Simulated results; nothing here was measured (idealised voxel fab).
Process module, titled voxel self aligned vias
The cross-section on display is named cut; it measures 270 nm wide, and its cells are 5 nm squares.
We lay out every cross-section as a grid of square cells and spell it out in bands from the top down, where one band means one or more rows of cells.
Band: top and bottom heights (nm) first, top before bottom; then materials from left to right, widths in nm. "throughout" marks a sole material filling the band edge to edge. "air" denotes empty space.
Heights are measured from 0, the level below which the as-received wafer is all one material; the lowest band has no bottom and continues downward, written as in "top 0, no bottom".
A width such as "30 to 40" changes by the same amount from each row of cells to the next, from the band's top row to its bottom row.
"identical to before" after a step means that no cell of the cross-section changed.
"Trapped voids" means: voids of 8 cells or more that are shut off from the top with no open way through. Written width x height at distance, distance from the left edge, in nm.
That trailing text on a step's line, after the settings, is the simulator's own remark on the step.
If you see "overlay nm" on a step's line and that step has a mask, it's telling you how far right of where it was planned the mask ended up; a negative number means it went left instead.
So here's the lineup of process steps we planned
- 1: RECEIVE, material Si
- 2: CONFORMAL_DEP, material SiO2, thk nm 10
- 3: CONFORMAL_DEP, material SiCN, thk nm 5
- 4: DIRECTIONAL_DEP, material lowk, thk nm 20
- 5: MASKED_ETCH, tone open, mask id LINES, width nm 20, pitch nm 70, etch materials lowk, depth nm 20, overlay nm 0
- 6: CONFORMAL_DEP, material TiN, thk nm 5
- 7: FILL_DEP, material Ru, thk nm 10
- 8: CMP, height nm 35
- 9: SELECTIVE_ETCH, etch materials W Ru TiN, depth nm 5
- 10: FILL_DEP, material SiN, thk nm 5
- 11: CMP, height nm 35
- 12: DIRECTIONAL_DEP, material lowk, thk nm 20
- 13: DIRECTIONAL_DEP, material aC, thk nm 15
- 14: PATTERN, tone open, mask id VIAS, material resist, width nm 40, pitch nm 70, thk nm 30, overlay nm 0
- 15: DIRECTIONAL_ETCH, etch materials aC, depth nm 15
- 16: STRIP, etch materials resist
- 17: DIRECTIONAL_ETCH, etch materials lowk, depth nm 20
- 18: DIRECTIONAL_ETCH, etch materials SiN, depth nm 5
- 19: STRIP, etch materials aC
- 20: CONFORMAL_DEP, material TiN, thk nm 5
- 21: FILL_DEP, material Ru, thk nm 10
- 22: CMP, height nm 55
- 23: CONFORMAL_DEP, material SiCN, thk nm 5
First wafer of two (run as planned)
As received, after step 1
- top 0, no bottom | Si throughout
- Trapped voids: none
The wafer, seen in cross-section, after step 2
- top 10, bottom 0 | SiO2 throughout
- Nothing below the height 0 has changed.
The wafer, seen in cross-section, after step 3
- top 15, bottom 10 | SiCN throughout
- Nothing below the height 10 has changed.
The wafer, seen in cross-section, after step 4
- top 35, bottom 15 | lowk throughout
- Nothing below the height 15 has changed.
The wafer, seen in cross-section, after step 5
- top 35, bottom 15 | 90 lowk  20 air  50 lowk  20 air  90 lowk
- Nothing below the height 15 has changed.
The wafer, seen in cross-section, after step 6
- top 40, bottom 35 | 95 TiN  10 air  60 TiN  10 air  95 TiN
- top 35, bottom 20 | 90 lowk  5 TiN  10 air  5 TiN  50 lowk  5 TiN  10 air  5 TiN  90 lowk
- top 20, bottom 15 | 90 lowk  20 TiN  50 lowk  20 TiN  90 lowk
- Nothing below the height 15 has changed.
The wafer, seen in cross-section, after step 7
- top 50, bottom 40 | Ru throughout
- top 40, bottom 35 | 95 TiN  10 Ru  60 TiN  10 Ru  95 TiN
- top 35, bottom 20 | 90 lowk  5 TiN  10 Ru  5 TiN  50 lowk  5 TiN  10 Ru  5 TiN  90 lowk
- Nothing below the height 20 has changed.
The wafer, seen in cross-section, after step 8
- top 35, bottom 20 | 90 lowk  5 TiN  10 Ru  5 TiN  50 lowk  5 TiN  10 Ru  5 TiN  90 lowk
- Nothing below the height 20 has changed.
The wafer, seen in cross-section, after step 9
- top 35, bottom 30 | 90 lowk  20 air  50 lowk  20 air  90 lowk
- Nothing below the height 30 has changed.
The wafer, seen in cross-section, after step 10
- top 40, bottom 35 | SiN throughout
- top 35, bottom 30 | 90 lowk  20 SiN  50 lowk  20 SiN  90 lowk
- Nothing below the height 30 has changed.
The wafer, seen in cross-section, after step 11
- top 35, bottom 30 | 90 lowk  20 SiN  50 lowk  20 SiN  90 lowk
- Nothing below the height 30 has changed.
The wafer, seen in cross-section, after step 12
- top 55, bottom 35 | lowk throughout
- Nothing below the height 35 has changed.
The wafer, seen in cross-section, after step 13
- top 70, bottom 55 | aC throughout
- Nothing below the height 55 has changed.
The wafer, seen in cross-section, after step 14
- top 100, bottom 70 | 80 resist  40 air  30 resist  40 air  80 resist
- Nothing below the height 70 has changed.
The wafer, seen in cross-section, after step 15
- top 85, bottom 70 | 80 resist  40 air  30 resist  40 air  80 resist
- top 70, bottom 55 | 80 aC  40 air  30 aC  40 air  80 aC
- Nothing below the height 55 has changed.
The wafer, seen in cross-section, after step 16
- top 70, bottom 55 | 80 aC  40 air  30 aC  40 air  80 aC
- Nothing below the height 55 has changed.
The wafer, seen in cross-section, after step 17
- top 70, bottom 55 | 80 aC  40 air  30 aC  40 air  80 aC
- top 55, bottom 35 | 80 lowk  40 air  30 lowk  40 air  80 lowk
- Nothing below the height 35 has changed.
The wafer, seen in cross-section, after step 18
- top 70, bottom 55 | 80 aC  40 air  30 aC  40 air  80 aC
- top 55, bottom 35 | 80 lowk  40 air  30 lowk  40 air  80 lowk
- top 35, bottom 30 | 90 lowk  20 air  50 lowk  20 air  90 lowk
- Nothing below the height 30 has changed.
The wafer, seen in cross-section, after step 19
- top 55, bottom 35 | 80 lowk  40 air  30 lowk  40 air  80 lowk
- Nothing below the height 35 has changed.
The wafer, seen in cross-section, after step 20
- top 60, bottom 55 | 85 TiN  30 air  40 TiN  30 air  85 TiN
- top 55, bottom 40 | 80 lowk  5 TiN  30 air  5 TiN  30 lowk  5 TiN  30 air  5 TiN  80 lowk
- top 40, bottom 35 | 80 lowk  15 TiN  10 air  15 TiN  30 lowk  15 TiN  10 air  15 TiN  80 lowk
- top 35, bottom 30 | 90 lowk  20 TiN  50 lowk  20 TiN  90 lowk
- Nothing below the height 30 has changed.
The wafer, seen in cross-section, after step 21
- top 70, bottom 60 | Ru throughout
- top 60, bottom 55 | 85 TiN  30 Ru  40 TiN  30 Ru  85 TiN
- top 55, bottom 40 | 80 lowk  5 TiN  30 Ru  5 TiN  30 lowk  5 TiN  30 Ru  5 TiN  80 lowk
- top 40, bottom 35 | 80 lowk  15 TiN  10 Ru  15 TiN  30 lowk  15 TiN  10 Ru  15 TiN  80 lowk
- Nothing below the height 35 has changed.
The wafer, seen in cross-section, after step 22
- top 55, bottom 40 | 80 lowk  5 TiN  30 Ru  5 TiN  30 lowk  5 TiN  30 Ru  5 TiN  80 lowk
- Nothing below the height 40 has changed.
The wafer, seen in cross-section, after step 23
- top 60, bottom 55 | SiCN throughout
- Nothing below the height 55 has changed.
Wafer two. Same start, same plan, one slip in execution. Same as wafer one through step 1, inclusive
Cross-section of the second wafer at the time step 2 of the plan should have ended
- top 15, bottom 0 | SiO2 throughout
- Nothing below the height 0 has changed.
Cross-section of the second wafer at the time step 3 of the plan should have ended
- top 20, bottom 15 | SiCN throughout
- Nothing below the height 15 has changed.
Cross-section of the second wafer at the time step 4 of the plan should have ended
- top 40, bottom 20 | lowk throughout
- Nothing below the height 20 has changed.
Cross-section of the second wafer at the time step 5 of the plan should have ended
- top 40, bottom 20 | 90 lowk  20 air  50 lowk  20 air  90 lowk
- Nothing below the height 20 has changed.
Cross-section of the second wafer at the time step 6 of the plan should have ended
- top 45, bottom 40 | 95 TiN  10 air  60 TiN  10 air  95 TiN
- top 40, bottom 25 | 90 lowk  5 TiN  10 air  5 TiN  50 lowk  5 TiN  10 air  5 TiN  90 lowk
- top 25, bottom 20 | 90 lowk  20 TiN  50 lowk  20 TiN  90 lowk
- Nothing below the height 20 has changed.
Cross-section of the second wafer at the time step 7 of the plan should have ended
- top 55, bottom 45 | Ru throughout
- top 45, bottom 40 | 95 TiN  10 Ru  60 TiN  10 Ru  95 TiN
- top 40, bottom 25 | 90 lowk  5 TiN  10 Ru  5 TiN  50 lowk  5 TiN  10 Ru  5 TiN  90 lowk
- Nothing below the height 25 has changed.
Cross-section of the second wafer at the time step 8 of the plan should have ended
- top 35, bottom 25 | 90 lowk  5 TiN  10 Ru  5 TiN  50 lowk  5 TiN  10 Ru  5 TiN  90 lowk
- Nothing below the height 25 has changed.
Cross-section of the second wafer at the time step 9 of the plan should have ended
- top 35, bottom 30 | 90 lowk  20 air  50 lowk  20 air  90 lowk
- Nothing below the height 30 has changed.
Cross-section of the second wafer at the time step 10 of the plan should have ended
- top 40, bottom 35 | SiN throughout
- top 35, bottom 30 | 90 lowk  20 SiN  50 lowk  20 SiN  90 lowk
- Nothing below the height 30 has changed.
Cross-section of the second wafer at the time step 11 of the plan should have ended
- top 35, bottom 30 | 90 lowk  20 SiN  50 lowk  20 SiN  90 lowk
- Nothing below the height 30 has changed.
Cross-section of the second wafer at the time step 12 of the plan should have ended
- top 55, bottom 35 | lowk throughout
- Nothing below the height 35 has changed.
Cross-section of the second wafer at the time step 13 of the plan should have ended
- top 70, bottom 55 | aC throughout
- Nothing below the height 55 has changed.
Cross-section of the second wafer at the time step 14 of the plan should have ended
- top 100, bottom 70 | 80 resist  40 air  30 resist  40 air  80 resist
- Nothing below the height 70 has changed.
Cross-section of the second wafer at the time step 15 of the plan should have ended
- top 85, bottom 70 | 80 resist  40 air  30 resist  40 air  80 resist
- top 70, bottom 55 | 80 aC  40 air  30 aC  40 air  80 aC
- Nothing below the height 55 has changed.
Cross-section of the second wafer at the time step 16 of the plan should have ended
- top 70, bottom 55 | 80 aC  40 air  30 aC  40 air  80 aC
- Nothing below the height 55 has changed.
Cross-section of the second wafer at the time step 17 of the plan should have ended
- top 70, bottom 55 | 80 aC  40 air  30 aC  40 air  80 aC
- top 55, bottom 35 | 80 lowk  40 air  30 lowk  40 air  80 lowk
- Nothing below the height 35 has changed.
Cross-section of the second wafer at the time step 18 of the plan should have ended
- top 70, bottom 55 | 80 aC  40 air  30 aC  40 air  80 aC
- top 55, bottom 35 | 80 lowk  40 air  30 lowk  40 air  80 lowk
- top 35, bottom 30 | 90 lowk  20 air  50 lowk  20 air  90 lowk
- Nothing below the height 30 has changed.
Cross-section of the second wafer at the time step 19 of the plan should have ended
- top 55, bottom 35 | 80 lowk  40 air  30 lowk  40 air  80 lowk
- Nothing below the height 35 has changed.
Cross-section of the second wafer at the time step 20 of the plan should have ended
- top 60, bottom 55 | 85 TiN  30 air  40 TiN  30 air  85 TiN
- top 55, bottom 40 | 80 lowk  5 TiN  30 air  5 TiN  30 lowk  5 TiN  30 air  5 TiN  80 lowk
- top 40, bottom 35 | 80 lowk  15 TiN  10 air  15 TiN  30 lowk  15 TiN  10 air  15 TiN  80 lowk
- top 35, bottom 30 | 90 lowk  20 TiN  50 lowk  20 TiN  90 lowk
- Nothing below the height 30 has changed.
Cross-section of the second wafer at the time step 21 of the plan should have ended
- top 70, bottom 60 | Ru throughout
- top 60, bottom 55 | 85 TiN  30 Ru  40 TiN  30 Ru  85 TiN
- top 55, bottom 40 | 80 lowk  5 TiN  30 Ru  5 TiN  30 lowk  5 TiN  30 Ru  5 TiN  80 lowk
- top 40, bottom 35 | 80 lowk  15 TiN  10 Ru  15 TiN  30 lowk  15 TiN  10 Ru  15 TiN  80 lowk
- Nothing below the height 35 has changed.
Cross-section of the second wafer at the time step 22 of the plan should have ended
- top 55, bottom 40 | 80 lowk  5 TiN  30 Ru  5 TiN  30 lowk  5 TiN  30 Ru  5 TiN  80 lowk
- Nothing below the height 40 has changed.
Cross-section of the second wafer at the time step 23 of the plan should have ended
- top 60, bottom 55 | SiCN throughout
- Nothing below the height 55 has changed.
Which mistake was made when the wafer was run? step 2 off recipe, ran as CONFORMAL_DEP, material SiO2, thk nm 15
The final cell counts differ between the wafers, with the second having more or fewer of some materials than the first: -4 Ru, +54 SiO2, -4 TiN, -46 lowk
